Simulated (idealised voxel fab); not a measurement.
process module | voxel released beams
cross-section cut | 290 nm wide | cells 5 nm
A cross-section is a grid of square cells, given in bands from the top down. A band is one or more rows of cells.
Each band's line starts with the height of the band's top and of its bottom, in nm. Then come its materials from left to right, each with its width in nm. One material with "throughout" fills the band from edge to edge. "air" is empty space.
Height 0 is the level under which the wafer as received is all one material. The lowest band goes on downwards, as in "0 down".
A width such as "30 to 40" changes by the same amount from each row of cells to the next, from the band's top row to its bottom row.
"no change" after a step means that no cell of the cross-section changed.
closed voids: empty space of 8 cells or more with no open way to the top, each as width x height at its distance from the left edge, in nm
after a step's settings: what the simulator itself notes on the step
overlay nm, on a step with a mask: how far to the right of its planned place the mask lay; to the left if negative
plan
1 op RECEIVE | material Si
2 op CONFORMAL_DEP | material SiN | thk nm 5
3 op DIRECTIONAL_DEP | material SiO2 | thk nm 10
4 op DIRECTIONAL_DEP | material aC | thk nm 10
5 op PATTERN | tone open | mask id ANCHOR | material resist | width nm 40 | thk nm 25 | overlay nm 0
6 op DIRECTIONAL_ETCH | etch materials aC | depth nm 10
7 op STRIP | etch materials resist
8 op DIRECTIONAL_ETCH | etch materials SiO2 | depth nm 10
9 op STRIP | etch materials aC
10 op CONFORMAL_DEP | material W | thk nm 15
11 op MASKED_ETCH | tone cover | mask id BEAM | width nm 120 | etch materials W | depth nm 15 | overlay nm 0
12 op STRIP | etch materials SiO2
as received, after step 1
  0 down: Si throughout
  closed voids: none
first wafer at the end, as planned
  30 to 20: air 80 | W 20 | air 10 | W 90 | air 90
  20 to 15: air 80 | W 120 | air 90
  15 to 5: air 85 | W 40 | air 165
  5 to 0: SiN throughout
  0 down: Si throughout
  closed voids: none
second wafer at the end: like start, like plan, one mistake
  40 to 30: air 80 | W 20 | air 10 | W 90 | air 90
  30 to 25: air 80 | W 120 | air 90
  25 to 15: air 85 | W 40 | air 165
  15 to 0: SiN throughout
  0 down: Si throughout
  closed voids: none
what went wrong: step 2 ran as: op CONFORMAL_DEP | material SiN | thk nm 15
at the end the second wafer has, in cells: 116 more of SiN
